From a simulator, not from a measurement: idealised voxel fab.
A process module follows: voxel gate over fins.
Pictured: cross-section cut, 275 nm wide, on a grid of 5 nm square cells.
This document writes a cross-section as a grid whose cells are square, and gives it as bands, listed from the top down; one or more rows of cells form a band.
Heads up on the band format: heights come first, top then bottom, in nm. After that it's the materials left to right, each with its width in nm. A single material flagged "full width" fills the whole band edge to edge, and "blank" means there's empty space there.
Convention: height 0 is the level below which the wafer, as received, is all one material. The lowest band does not terminate at the bottom but continues downward, represented as "0 nm and below".
A width given as "30..40" starts at the first number in the band's top row and ends at the second number in its bottom row, shifting by an equal amount at every step from row to row.
The cross-section has no changed cell in any step marked "no change".
For the entry "Sealed-off cavities", the listed items are empty spaces with no open way to the top whose size is 8 cells or more; each item follows the pattern width x height at distance, where distance is from the left edge and all three are in nm.
after a step's settings: what the simulator itself notes on the step
overlay nm: step with mask; distance mask lay right of planned place; negative value = left of planned place.
Quick note on how to read the rest: it's all pairs. You get the cross-section before a process step and the one after, but the after one only goes down as far as the lowest band that changed. The step in between, with its settings, sits under the pair. Heads up, the pairs can come from different runs of this module on the same starting wafer, so don't assume a pair picks up from the one above unless its "Before this step" entry says it does.
## Before this step
> 10 nm to 5 nm  65 nm blank | 25 nm TiN | 35 nm blank | 25 nm TiN | 35 nm blank | 25 nm TiN | 65 nm blank
> 5 nm to 0 nm  65 nm blank | 5 nm TiN | 15 nm HfO2 | 5 nm TiN | 35 nm blank | 5 nm TiN | 15 nm HfO2 | 5 nm TiN | 35 nm blank | 5 nm TiN | 15 nm HfO2 | 5 nm TiN | 65 nm blank
> 0 nm to -5 nm  65 nm blank | 5 nm TiN | 5 nm HfO2 | 5 nm Si | 5 nm HfO2 | 5 nm TiN | 35 nm blank | 5 nm TiN | 5 nm HfO2 | 5 nm Si | 5 nm HfO2 | 5 nm TiN | 35 nm blank | 5 nm TiN | 5 nm HfO2 | 5 nm Si | 5 nm HfO2 | 5 nm TiN | 65 nm blank
> -5 nm to -10 nm  70 nm TiN | 5 nm HfO2 | 5 nm Si | 5 nm HfO2 | 45 nm TiN | 5 nm HfO2 | 5 nm Si | 5 nm HfO2 | 45 nm TiN | 5 nm HfO2 | 5 nm Si | 5 nm HfO2 | 70 nm TiN
> -10 nm to -15 nm  75 nm HfO2 | 5 nm Si | 55 nm HfO2 | 5 nm Si | 55 nm HfO2 | 5 nm Si | 75 nm HfO2
> -15 nm to -20 nm  75 nm SiO2 | 5 nm Si | 55 nm SiO2 | 5 nm Si | 55 nm SiO2 | 5 nm Si | 75 nm SiO2
> -20 nm to -25 nm  75 nm SiO2 | 5 nm Si | 20 nm SiO2 | 15 nm TiN | 20 nm SiO2 | 5 nm Si | 55 nm SiO2 | 5 nm Si | 75 nm SiO2
> -25 nm to -45 nm  75 nm SiO2 | 5 nm Si | 55 nm SiO2 | 5 nm Si | 55 nm SiO2 | 5 nm Si | 75 nm SiO2
> -45 nm and below  Si full width
> Sealed-off cavities: none
## Step Outcome
> 15 nm to 10 nm  60 nm blank | 35 nm TiAl | 25 nm blank | 35 nm TiAl | 25 nm blank | 35 nm TiAl | 60 nm blank
> 10 nm to 5 nm  60 nm blank | 5 nm TiAl | 25 nm TiN | 5 nm TiAl | 25 nm blank | 5 nm TiAl | 25 nm TiN | 5 nm TiAl | 25 nm blank | 5 nm TiAl | 25 nm TiN | 5 nm TiAl | 60 nm blank
> 5 nm to 0 nm  60 nm blank | 5 nm TiAl | 5 nm TiN | 15 nm HfO2 | 5 nm TiN | 5 nm TiAl | 25 nm blank | 5 nm TiAl | 5 nm TiN | 15 nm HfO2 | 5 nm TiN | 5 nm TiAl | 25 nm blank | 5 nm TiAl | 5 nm TiN | 15 nm HfO2 | 5 nm TiN | 5 nm TiAl | 60 nm blank
> 0 nm to -5 nm  65 nm TiAl | 5 nm TiN | 5 nm HfO2 | 5 nm Si | 5 nm HfO2 | 5 nm TiN | 35 nm TiAl | 5 nm TiN | 5 nm HfO2 | 5 nm Si | 5 nm HfO2 | 5 nm TiN | 35 nm TiAl | 5 nm TiN | 5 nm HfO2 | 5 nm Si | 5 nm HfO2 | 5 nm TiN | 65 nm TiAl
> Below a height of -5, the structure has not been altered.
> Sealed-off cavities: none
Step, pre vs post cross-sections above: CONFORMAL_DEP, material TiAl, thk nm 5
Before this step: just use the after drawing of the pair above as your starting point.
## Step Outcome
> 20 nm to 15 nm  55 nm blank | 45 nm TiN | 15 nm blank | 45 nm TiN | 15 nm blank | 45 nm TiN | 55 nm blank
> 15 nm to 10 nm  55 nm blank | 5 nm TiN | 35 nm TiAl | 5 nm TiN | 15 nm blank | 5 nm TiN | 35 nm TiAl | 5 nm TiN | 15 nm blank | 5 nm TiN | 35 nm TiAl | 5 nm TiN | 55 nm blank
> 10 nm to 5 nm  55 nm blank | 5 nm TiN | 5 nm TiAl | 25 nm TiN | 5 nm TiAl | 5 nm TiN | 15 nm blank | 5 nm TiN | 5 nm TiAl | 25 nm TiN | 5 nm TiAl | 5 nm TiN | 15 nm blank | 5 nm TiN | 5 nm TiAl | 25 nm TiN | 5 nm TiAl | 5 nm TiN | 55 nm blank
> 5 nm to 0 nm  60 nm TiN | 5 nm TiAl | 5 nm TiN | 15 nm HfO2 | 5 nm TiN | 5 nm TiAl | 25 nm TiN | 5 nm TiAl | 5 nm TiN | 15 nm HfO2 | 5 nm TiN | 5 nm TiAl | 25 nm TiN | 5 nm TiAl | 5 nm TiN | 15 nm HfO2 | 5 nm TiN | 5 nm TiAl | 60 nm TiN
> Below a height of 0, the structure has not been altered.
> Sealed-off cavities: none
Step, pre vs post cross-sections above: CONFORMAL_DEP, material TiN, thk nm 5
Before this step: just use the after drawing of the pair above as your starting point.
## Step Outcome
> 35 nm to 20 nm  W full width
> 20 nm to 15 nm  55 nm W | 45 nm TiN | 15 nm W | 45 nm TiN | 15 nm W | 45 nm TiN | 55 nm W
> 15 nm to 10 nm  55 nm W | 5 nm TiN | 35 nm TiAl | 5 nm TiN | 15 nm W | 5 nm TiN | 35 nm TiAl | 5 nm TiN | 15 nm W | 5 nm TiN | 35 nm TiAl | 5 nm TiN | 55 nm W
> 10 nm to 5 nm  55 nm W | 5 nm TiN | 5 nm TiAl | 25 nm TiN | 5 nm TiAl | 5 nm TiN | 15 nm W | 5 nm TiN | 5 nm TiAl | 25 nm TiN | 5 nm TiAl | 5 nm TiN | 15 nm W | 5 nm TiN | 5 nm TiAl | 25 nm TiN | 5 nm TiAl | 5 nm TiN | 55 nm W
> Below a height of 5, the structure has not been altered.
> Sealed-off cavities: none
Step, pre vs post cross-sections above: FILL_DEP, material W, thk nm 15
Before this step: just use the after drawing of the pair above as your starting point.
## Step Outcome
> 30 nm to 20 nm  W full width
> Below a height of 20, the structure has not been altered.
> Sealed-off cavities: none
Step, pre vs post cross-sections above: CMP, height nm 30
Before this step: just use the after drawing of the pair above as your starting point.
## Step Outcome
> 35 nm to 30 nm  SiCN full width
> Below a height of 30, the structure has not been altered.
> Sealed-off cavities: none
Step, pre vs post cross-sections above: CONFORMAL_DEP, material SiCN, thk nm 5
## Before this step
> 10 nm to 0 nm  70 nm SiO2 | 15 nm SiN | 45 nm SiO2 | 15 nm SiN | 45 nm SiO2 | 15 nm SiN | 70 nm SiO2
> 0 nm to -35 nm  75 nm SiO2 | 5 nm Si | 55 nm SiO2 | 5 nm Si | 55 nm SiO2 | 5 nm Si | 75 nm SiO2
> -35 nm and below  Si full width
> Sealed-off cavities: none
## Step Outcome
> 10 nm to 0 nm  70 nm SiO2 | 15 nm SiN | 10 nm SiO2 | 25 nm blank | 10 nm SiO2 | 15 nm SiN | 45 nm SiO2 | 15 nm SiN | 70 nm SiO2
> 0 nm to -25 nm  75 nm SiO2 | 5 nm Si | 15 nm SiO2 | 25 nm blank | 15 nm SiO2 | 5 nm Si | 55 nm SiO2 | 5 nm Si | 75 nm SiO2
> Below a height of -25, the structure has not been altered.
> Sealed-off cavities: none
Step, pre vs post cross-sections above: MASKED_ETCH, tone open, mask id RAIL, width nm 25, etch materials SiO2, depth nm 35, overlay nm 0
Before this step: just use the after drawing of the pair above as your starting point.
## Step Outcome
> 15 nm to 10 nm  100 nm TiN | 15 nm blank | 160 nm TiN
> 10 nm to 0 nm  70 nm SiO2 | 15 nm SiN | 10 nm SiO2 | 5 nm TiN | 15 nm blank | 5 nm TiN | 10 nm SiO2 | 15 nm SiN | 45 nm SiO2 | 15 nm SiN | 70 nm SiO2
> 0 nm to -20 nm  75 nm SiO2 | 5 nm Si | 15 nm SiO2 | 5 nm TiN | 15 nm blank | 5 nm TiN | 15 nm SiO2 | 5 nm Si | 55 nm SiO2 | 5 nm Si | 75 nm SiO2
> -20 nm to -25 nm  75 nm SiO2 | 5 nm Si | 15 nm SiO2 | 25 nm TiN | 15 nm SiO2 | 5 nm Si | 55 nm SiO2 | 5 nm Si | 75 nm SiO2
> Below a height of -25, the structure has not been altered.
> Sealed-off cavities: none
Step, pre vs post cross-sections above: CONFORMAL_DEP, material TiN, thk nm 5
Before this step: just use the after drawing of the pair above as your starting point.
## Step Outcome
> 20 nm to 15 nm  W full width
> 15 nm to 10 nm  100 nm TiN | 15 nm W | 160 nm TiN
> 10 nm to 0 nm  70 nm SiO2 | 15 nm SiN | 10 nm SiO2 | 5 nm TiN | 15 nm W | 5 nm TiN | 10 nm SiO2 | 15 nm SiN | 45 nm SiO2 | 15 nm SiN | 70 nm SiO2
> 0 nm to -20 nm  75 nm SiO2 | 5 nm Si | 15 nm SiO2 | 5 nm TiN | 15 nm W | 5 nm TiN | 15 nm SiO2 | 5 nm Si | 55 nm SiO2 | 5 nm Si | 75 nm SiO2
> Below a height of -20, the structure has not been altered.
> Sealed-off cavities: none
Step, pre vs post cross-sections above: FILL_DEP, material W, thk nm 5
Before this step: just use the after drawing of the pair above as your starting point.
## Step Outcome
> 10 nm to 0 nm  70 nm SiO2 | 15 nm SiN | 10 nm SiO2 | 5 nm TiN | 15 nm W | 5 nm TiN | 10 nm SiO2 | 15 nm SiN | 45 nm SiO2 | 15 nm SiN | 70 nm SiO2
> Below a height of 0, the structure has not been altered.
> Sealed-off cavities: none
Step, pre vs post cross-sections above: CMP, height nm 10
Before this step: just use the after drawing of the pair above as your starting point.
## Step Outcome
> 10 nm to 0 nm  70 nm SiO2 | 15 nm SiN | 10 nm SiO2 | 25 nm blank | 10 nm SiO2 | 15 nm SiN | 45 nm SiO2 | 15 nm SiN | 70 nm SiO2
> 0 nm to -20 nm  75 nm SiO2 | 5 nm Si | 15 nm SiO2 | 25 nm blank | 15 nm SiO2 | 5 nm Si | 55 nm SiO2 | 5 nm Si | 75 nm SiO2
> Below a height of -20, the structure has not been altered.
> Sealed-off cavities: none
Step, pre vs post cross-sections above: SELECTIVE_ETCH, etch materials W Ru TiN, depth nm 30
Before this step: just use the after drawing of the pair above as your starting point.
## Step Outcome
> 15 nm to 10 nm  SiO2 full width
> 10 nm to 0 nm  70 nm SiO2 | 15 nm SiN | 45 nm SiO2 | 15 nm SiN | 45 nm SiO2 | 15 nm SiN | 70 nm SiO2
> 0 nm to -20 nm  75 nm SiO2 | 5 nm Si | 55 nm SiO2 | 5 nm Si | 55 nm SiO2 | 5 nm Si | 75 nm SiO2
> Below a height of -20, the structure has not been altered.
> Sealed-off cavities: none
Step, pre vs post cross-sections above: FILL_DEP, material SiO2, thk nm 5
Before this step: just use the after drawing of the pair above as your starting point.
## Step Outcome
> 10 nm to 0 nm  70 nm SiO2 | 15 nm SiN | 45 nm SiO2 | 15 nm SiN | 45 nm SiO2 | 15 nm SiN | 70 nm SiO2
> Below a height of 0, the structure has not been altered.
> Sealed-off cavities: none
Step, pre vs post cross-sections above: CMP, height nm 10
Before this step: just use the after drawing of the pair above as your starting point.
## Step Outcome
> 10 nm to 0 nm  70 nm blank | 15 nm SiN | 45 nm blank | 15 nm SiN | 45 nm blank | 15 nm SiN | 70 nm blank
> 0 nm to -15 nm  75 nm blank | 5 nm Si | 55 nm blank | 5 nm Si | 55 nm blank | 5 nm Si | 75 nm blank
> Below a height of -15, the structure has not been altered.
> Sealed-off cavities: none
Step, pre vs post cross-sections above: SELECTIVE_ETCH, etch materials SiO2, depth nm 25
Before this step: just use the after drawing of the pair above as your starting point.
## Step Outcome
> 0 nm to -15 nm  75 nm blank | 5 nm Si | 55 nm blank | 5 nm Si | 55 nm blank | 5 nm Si | 75 nm blank
> Below a height of -15, the structure has not been altered.
> Sealed-off cavities: none
Step, pre vs post cross-sections above: STRIP, etch materials SiN
Before this step: just use the after drawing of the pair above as your starting point.
## Step Outcome
> 5 nm to 0 nm  70 nm blank | 15 nm HfO2 | 45 nm blank | 15 nm HfO2 | 45 nm blank | 15 nm HfO2 | 70 nm blank
> 0 nm to -10 nm  70 nm blank | 5 nm HfO2 | 5 nm Si | 5 nm HfO2 | 45 nm blank | 5 nm HfO2 | 5 nm Si | 5 nm HfO2 | 45 nm blank | 5 nm HfO2 | 5 nm Si | 5 nm HfO2 | 70 nm blank
> -10 nm to -15 nm  75 nm HfO2 | 5 nm Si | 55 nm HfO2 | 5 nm Si | 55 nm HfO2 | 5 nm Si | 75 nm HfO2
> Below a height of -15, the structure has not been altered.
> Sealed-off cavities: none
Step, pre vs post cross-sections above: CONFORMAL_DEP, material HfO2, thk nm 5
Before this step: just use the after drawing of the pair above as your starting point.
## Step Outcome
> 10 nm to 5 nm  65 nm blank | 25 nm TiN | 35 nm blank | 25 nm TiN | 35 nm blank | 25 nm TiN | 65 nm blank
> 5 nm to 0 nm  65 nm blank | 5 nm TiN | 15 nm HfO2 | 5 nm TiN | 35 nm blank | 5 nm TiN | 15 nm HfO2 | 5 nm TiN | 35 nm blank | 5 nm TiN | 15 nm HfO2 | 5 nm TiN | 65 nm blank
> 0 nm to -5 nm  65 nm blank | 5 nm TiN | 5 nm HfO2 | 5 nm Si | 5 nm HfO2 | 5 nm TiN | 35 nm blank | 5 nm TiN | 5 nm HfO2 | 5 nm Si | 5 nm HfO2 | 5 nm TiN | 35 nm blank | 5 nm TiN | 5 nm HfO2 | 5 nm Si | 5 nm HfO2 | 5 nm TiN | 65 nm blank
> -5 nm to -10 nm  70 nm TiN | 5 nm HfO2 | 5 nm Si | 5 nm HfO2 | 45 nm TiN | 5 nm HfO2 | 5 nm Si | 5 nm HfO2 | 45 nm TiN | 5 nm HfO2 | 5 nm Si | 5 nm HfO2 | 70 nm TiN
> Below a height of -10, the structure has not been altered.
> Sealed-off cavities: none
Step, pre vs post cross-sections above: CONFORMAL_DEP, material TiN, thk nm 5
Before this step: just use the after drawing of the pair above as your starting point.
## Step Outcome
> 15 nm to 10 nm  60 nm blank | 35 nm TiAl | 25 nm blank | 35 nm TiAl | 25 nm blank | 35 nm TiAl | 60 nm blank
> 10 nm to 5 nm  60 nm blank | 5 nm TiAl | 25 nm TiN | 5 nm TiAl | 25 nm blank | 5 nm TiAl | 25 nm TiN | 5 nm TiAl | 25 nm blank | 5 nm TiAl | 25 nm TiN | 5 nm TiAl | 60 nm blank
> 5 nm to 0 nm  60 nm blank | 5 nm TiAl | 5 nm TiN | 15 nm HfO2 | 5 nm TiN | 5 nm TiAl | 25 nm blank | 5 nm TiAl | 5 nm TiN | 15 nm HfO2 | 5 nm TiN | 5 nm TiAl | 25 nm blank | 5 nm TiAl | 5 nm TiN | 15 nm HfO2 | 5 nm TiN | 5 nm TiAl | 60 nm blank
> 0 nm to -5 nm  65 nm TiAl | 5 nm TiN | 5 nm HfO2 | 5 nm Si | 5 nm HfO2 | 5 nm TiN | 35 nm TiAl | 5 nm TiN | 5 nm HfO2 | 5 nm Si | 5 nm HfO2 | 5 nm TiN | 35 nm TiAl | 5 nm TiN | 5 nm HfO2 | 5 nm Si | 5 nm HfO2 | 5 nm TiN | 65 nm TiAl
> Below a height of -5, the structure has not been altered.
> Sealed-off cavities: none
Step, pre vs post cross-sections above: CONFORMAL_DEP, material TiAl, thk nm 5
Before this step: just use the after drawing of the pair above as your starting point.
## Step Outcome
> 20 nm to 15 nm  55 nm blank | 45 nm TiN | 15 nm blank | 45 nm TiN | 15 nm blank | 45 nm TiN | 55 nm blank
> 15 nm to 10 nm  55 nm blank | 5 nm TiN | 35 nm TiAl | 5 nm TiN | 15 nm blank | 5 nm TiN | 35 nm TiAl | 5 nm TiN | 15 nm blank | 5 nm TiN | 35 nm TiAl | 5 nm TiN | 55 nm blank
> 10 nm to 5 nm  55 nm blank | 5 nm TiN | 5 nm TiAl | 25 nm TiN | 5 nm TiAl | 5 nm TiN | 15 nm blank | 5 nm TiN | 5 nm TiAl | 25 nm TiN | 5 nm TiAl | 5 nm TiN | 15 nm blank | 5 nm TiN | 5 nm TiAl | 25 nm TiN | 5 nm TiAl | 5 nm TiN | 55 nm blank
> 5 nm to 0 nm  60 nm TiN | 5 nm TiAl | 5 nm TiN | 15 nm HfO2 | 5 nm TiN | 5 nm TiAl | 25 nm TiN | 5 nm TiAl | 5 nm TiN | 15 nm HfO2 | 5 nm TiN | 5 nm TiAl | 25 nm TiN | 5 nm TiAl | 5 nm TiN | 15 nm HfO2 | 5 nm TiN | 5 nm TiAl | 60 nm TiN
> Below a height of 0, the structure has not been altered.
> Sealed-off cavities: none
Step, pre vs post cross-sections above: CONFORMAL_DEP, material TiN, thk nm 5
Before this step: just use the after drawing of the pair above as your starting point.
## Step Outcome
> 35 nm to 20 nm  W full width
> 20 nm to 15 nm  55 nm W | 45 nm TiN | 15 nm W | 45 nm TiN | 15 nm W | 45 nm TiN | 55 nm W
> 15 nm to 10 nm  55 nm W | 5 nm TiN | 35 nm TiAl | 5 nm TiN | 15 nm W | 5 nm TiN | 35 nm TiAl | 5 nm TiN | 15 nm W | 5 nm TiN | 35 nm TiAl | 5 nm TiN | 55 nm W
> 10 nm to 5 nm  55 nm W | 5 nm TiN | 5 nm TiAl | 25 nm TiN | 5 nm TiAl | 5 nm TiN | 15 nm W | 5 nm TiN | 5 nm TiAl | 25 nm TiN | 5 nm TiAl | 5 nm TiN | 15 nm W | 5 nm TiN | 5 nm TiAl | 25 nm TiN | 5 nm TiAl | 5 nm TiN | 55 nm W
> Below a height of 5, the structure has not been altered.
> Sealed-off cavities: none
Step, pre vs post cross-sections above: FILL_DEP, material W, thk nm 15
Before this step: just use the after drawing of the pair above as your starting point.
## Step Outcome
> 30 nm to 20 nm  W full width
> Below a height of 20, the structure has not been altered.
> Sealed-off cavities: none
Step, pre vs post cross-sections above: CMP, height nm 30
Before this step: just use the after drawing of the pair above as your starting point.
## Step Outcome
> 35 nm to 30 nm  SiCN full width
> Below a height of 30, the structure has not been altered.
> Sealed-off cavities: none
Step, pre vs post cross-sections above: CONFORMAL_DEP, material SiCN, thk nm 5
## Before this step
> 10 nm to 0 nm  SiN full width
> 0 nm and below  Si full width
> Sealed-off cavities: none
## Step Outcome
> 25 nm to 10 nm  65 nm blank | 15 nm resist | 45 nm blank | 15 nm resist | 45 nm blank | 15 nm resist | 75 nm blank
> Below a height of 10, the structure has not been altered.
> Sealed-off cavities: none
Step, pre vs post cross-sections above: PATTERN, tone cover, mask id FINS, material resist, width nm 15, pitch nm 60, thk nm 15, overlay nm -5
Before this step: just use the after drawing of the pair above as your starting point.
## Step Outcome
> 25 nm to 10 nm  65 nm blank | 15 nm resist | 45 nm blank | 15 nm resist | 45 nm blank | 15 nm resist | 75 nm blank
> 10 nm to 0 nm  65 nm blank | 15 nm SiN | 45 nm blank | 15 nm SiN | 45 nm blank | 15 nm SiN | 75 nm blank
> Below a height of 0, the structure has not been altered.
> Sealed-off cavities: none
Step, pre vs post cross-sections above: DIRECTIONAL_ETCH, etch materials SiN, depth nm 10
Before this step: just use the after drawing of the pair above as your starting point.
## Step Outcome
> 25 nm to 10 nm  65 nm blank | 15 nm resist | 45 nm blank | 15 nm resist | 45 nm blank | 15 nm resist | 75 nm blank
> 10 nm to 0 nm  65 nm blank | 15 nm SiN | 45 nm blank | 15 nm SiN | 45 nm blank | 15 nm SiN | 75 nm blank
> 0 nm to -30 nm  65 nm blank | 15 nm Si | 45 nm blank | 15 nm Si | 45 nm blank | 15 nm Si | 75 nm blank
> Below a height of -30, the structure has not been altered.
> Sealed-off cavities: none
Step, pre vs post cross-sections above: DIRECTIONAL_ETCH, etch materials Si, depth nm 30
Before this step: just use the after drawing of the pair above as your starting point.
## Step Outcome
> 10 nm to 0 nm  65 nm blank | 15 nm SiN | 45 nm blank | 15 nm SiN | 45 nm blank | 15 nm SiN | 75 nm blank
> Below a height of 0, the structure has not been altered.
> Sealed-off cavities: none
Step, pre vs post cross-sections above: STRIP, etch materials resist
Before this step: just use the after drawing of the pair above as your starting point.
## Step Outcome
> 10 nm to 0 nm  65 nm blank | 15 nm SiN | 45 nm blank | 15 nm SiN | 45 nm blank | 15 nm SiN | 75 nm blank
> 0 nm to -30 nm  65 nm blank | 5 nm SiO2 | 5 nm Si | 5 nm SiO2 | 45 nm blank | 5 nm SiO2 | 5 nm Si | 5 nm SiO2 | 45 nm blank | 5 nm SiO2 | 5 nm Si | 5 nm SiO2 | 75 nm blank
> -30 nm to -35 nm  70 nm SiO2 | 5 nm Si | 55 nm SiO2 | 5 nm Si | 55 nm SiO2 | 5 nm Si | 80 nm SiO2
> Below a height of -35, the structure has not been altered.
> Sealed-off cavities: none
Step, pre vs post cross-sections above: OXIDIZE, depth nm 5
Before this step: just use the after drawing of the pair above as your starting point.
## Step Outcome
> 15 nm to 10 nm  SiO2 full width
> 10 nm to 0 nm  65 nm SiO2 | 15 nm SiN | 45 nm SiO2 | 15 nm SiN | 45 nm SiO2 | 15 nm SiN | 75 nm SiO2
> 0 nm to -35 nm  70 nm SiO2 | 5 nm Si | 55 nm SiO2 | 5 nm Si | 55 nm SiO2 | 5 nm Si | 80 nm SiO2
> Below a height of -35, the structure has not been altered.
> Sealed-off cavities: none
Step, pre vs post cross-sections above: FILL_DEP, material SiO2, thk nm 5
Before this step: just use the after drawing of the pair above as your starting point.
## Step Outcome
> 10 nm to 0 nm  65 nm SiO2 | 15 nm SiN | 45 nm SiO2 | 15 nm SiN | 45 nm SiO2 | 15 nm SiN | 75 nm SiO2
> Below a height of 0, the structure has not been altered.
> Sealed-off cavities: none
Step, pre vs post cross-sections above: CMP, height nm 10
Before this step: just use the after drawing of the pair above as your starting point.
## Step Outcome
> 10 nm to 0 nm  65 nm SiO2 | 15 nm SiN | 20 nm SiO2 | 15 nm blank | 10 nm SiO2 | 15 nm SiN | 45 nm SiO2 | 15 nm SiN | 75 nm SiO2
> 0 nm to -25 nm  70 nm SiO2 | 5 nm Si | 25 nm SiO2 | 15 nm blank | 15 nm SiO2 | 5 nm Si | 55 nm SiO2 | 5 nm Si | 80 nm SiO2
> Below a height of -25, the structure has not been altered.
> Sealed-off cavities: none
Step, pre vs post cross-sections above: MASKED_ETCH, tone open, mask id RAIL, width nm 15, etch materials SiO2, depth nm 35, overlay nm 0
Before this step: just use the after drawing of the pair above as your starting point.
## Step Outcome
> 15 nm to 10 nm  105 nm TiN | 5 nm blank | 165 nm TiN
> 10 nm to 0 nm  65 nm SiO2 | 15 nm SiN | 20 nm SiO2 | 5 nm TiN | 5 nm blank | 5 nm TiN | 10 nm SiO2 | 15 nm SiN | 45 nm SiO2 | 15 nm SiN | 75 nm SiO2
> 0 nm to -20 nm  70 nm SiO2 | 5 nm Si | 25 nm SiO2 | 5 nm TiN | 5 nm blank | 5 nm TiN | 15 nm SiO2 | 5 nm Si | 55 nm SiO2 | 5 nm Si | 80 nm SiO2
> -20 nm to -25 nm  70 nm SiO2 | 5 nm Si | 25 nm SiO2 | 15 nm TiN | 15 nm SiO2 | 5 nm Si | 55 nm SiO2 | 5 nm Si | 80 nm SiO2
> Below a height of -25, the structure has not been altered.
> Sealed-off cavities: none
Step, pre vs post cross-sections above: CONFORMAL_DEP, material TiN, thk nm 5
Before this step: just use the after drawing of the pair above as your starting point.
## Step Outcome
> 20 nm to 15 nm  W full width
> 15 nm to 10 nm  105 nm TiN | 5 nm W | 165 nm TiN
> 10 nm to 0 nm  65 nm SiO2 | 15 nm SiN | 20 nm SiO2 | 5 nm TiN | 5 nm W | 5 nm TiN | 10 nm SiO2 | 15 nm SiN | 45 nm SiO2 | 15 nm SiN | 75 nm SiO2
> 0 nm to -20 nm  70 nm SiO2 | 5 nm Si | 25 nm SiO2 | 5 nm TiN | 5 nm W | 5 nm TiN | 15 nm SiO2 | 5 nm Si | 55 nm SiO2 | 5 nm Si | 80 nm SiO2
> Below a height of -20, the structure has not been altered.
> Sealed-off cavities: none
Step, pre vs post cross-sections above: FILL_DEP, material W, thk nm 5
Before this step: just use the after drawing of the pair above as your starting point.
## Step Outcome
> 10 nm to 0 nm  65 nm SiO2 | 15 nm SiN | 20 nm SiO2 | 5 nm TiN | 5 nm W | 5 nm TiN | 10 nm SiO2 | 15 nm SiN | 45 nm SiO2 | 15 nm SiN | 75 nm SiO2
> Below a height of 0, the structure has not been altered.
> Sealed-off cavities: none
Step, pre vs post cross-sections above: CMP, height nm 10
Before this step: just use the after drawing of the pair above as your starting point.
## Step Outcome
> 10 nm to 0 nm  65 nm SiO2 | 15 nm SiN | 20 nm SiO2 | 15 nm blank | 10 nm SiO2 | 15 nm SiN | 45 nm SiO2 | 15 nm SiN | 75 nm SiO2
> 0 nm to -20 nm  70 nm SiO2 | 5 nm Si | 25 nm SiO2 | 15 nm blank | 15 nm SiO2 | 5 nm Si | 55 nm SiO2 | 5 nm Si | 80 nm SiO2
> Below a height of -20, the structure has not been altered.
> Sealed-off cavities: none
Step, pre vs post cross-sections above: SELECTIVE_ETCH, etch materials W Ru TiN, depth nm 30
Before this step: just use the after drawing of the pair above as your starting point.
## Step Outcome
> 15 nm to 10 nm  SiO2 full width
> 10 nm to 0 nm  65 nm SiO2 | 15 nm SiN | 45 nm SiO2 | 15 nm SiN | 45 nm SiO2 | 15 nm SiN | 75 nm SiO2
> 0 nm to -20 nm  70 nm SiO2 | 5 nm Si | 55 nm SiO2 | 5 nm Si | 55 nm SiO2 | 5 nm Si | 80 nm SiO2
> Below a height of -20, the structure has not been altered.
> Sealed-off cavities: none
Step, pre vs post cross-sections above: FILL_DEP, material SiO2, thk nm 5
Before this step: just use the after drawing of the pair above as your starting point.
## Step Outcome
> 10 nm to 0 nm  65 nm SiO2 | 15 nm SiN | 45 nm SiO2 | 15 nm SiN | 45 nm SiO2 | 15 nm SiN | 75 nm SiO2
> Below a height of 0, the structure has not been altered.
> Sealed-off cavities: none
Step, pre vs post cross-sections above: CMP, height nm 10
Before this step: just use the after drawing of the pair above as your starting point.
## Step Outcome
> 10 nm to 0 nm  65 nm blank | 15 nm SiN | 45 nm blank | 15 nm SiN | 45 nm blank | 15 nm SiN | 75 nm blank
> 0 nm to -15 nm  70 nm blank | 5 nm Si | 55 nm blank | 5 nm Si | 55 nm blank | 5 nm Si | 80 nm blank
> Below a height of -15, the structure has not been altered.
> Sealed-off cavities: none
Step, pre vs post cross-sections above: SELECTIVE_ETCH, etch materials SiO2, depth nm 25
Before this step: just use the after drawing of the pair above as your starting point.
## Step Outcome
> 0 nm to -15 nm  70 nm blank | 5 nm Si | 55 nm blank | 5 nm Si | 55 nm blank | 5 nm Si | 80 nm blank
> Below a height of -15, the structure has not been altered.
> Sealed-off cavities: none
Step, pre vs post cross-sections above: STRIP, etch materials SiN
Before this step: just use the after drawing of the pair above as your starting point.
## Step Outcome
> 5 nm to 0 nm  65 nm blank | 15 nm HfO2 | 45 nm blank | 15 nm HfO2 | 45 nm blank | 15 nm HfO2 | 75 nm blank
> 0 nm to -10 nm  65 nm blank | 5 nm HfO2 | 5 nm Si | 5 nm HfO2 | 45 nm blank | 5 nm HfO2 | 5 nm Si | 5 nm HfO2 | 45 nm blank | 5 nm HfO2 | 5 nm Si | 5 nm HfO2 | 75 nm blank
> -10 nm to -15 nm  70 nm HfO2 | 5 nm Si | 55 nm HfO2 | 5 nm Si | 55 nm HfO2 | 5 nm Si | 80 nm HfO2
> Below a height of -15, the structure has not been altered.
> Sealed-off cavities: none
Step, pre vs post cross-sections above: CONFORMAL_DEP, material HfO2, thk nm 5
Before this step: just use the after drawing of the pair above as your starting point.
## Step Outcome
> 10 nm to 5 nm  60 nm blank | 25 nm TiN | 35 nm blank | 25 nm TiN | 35 nm blank | 25 nm TiN | 70 nm blank
> 5 nm to 0 nm  60 nm blank | 5 nm TiN | 15 nm HfO2 | 5 nm TiN | 35 nm blank | 5 nm TiN | 15 nm HfO2 | 5 nm TiN | 35 nm blank | 5 nm TiN | 15 nm HfO2 | 5 nm TiN | 70 nm blank
> 0 nm to -5 nm  60 nm blank | 5 nm TiN | 5 nm HfO2 | 5 nm Si | 5 nm HfO2 | 5 nm TiN | 35 nm blank | 5 nm TiN | 5 nm HfO2 | 5 nm Si | 5 nm HfO2 | 5 nm TiN | 35 nm blank | 5 nm TiN | 5 nm HfO2 | 5 nm Si | 5 nm HfO2 | 5 nm TiN | 70 nm blank
> -5 nm to -10 nm  65 nm TiN | 5 nm HfO2 | 5 nm Si | 5 nm HfO2 | 45 nm TiN | 5 nm HfO2 | 5 nm Si | 5 nm HfO2 | 45 nm TiN | 5 nm HfO2 | 5 nm Si | 5 nm HfO2 | 75 nm TiN
> Below a height of -10, the structure has not been altered.
> Sealed-off cavities: none
Step, pre vs post cross-sections above: CONFORMAL_DEP, material TiN, thk nm 5
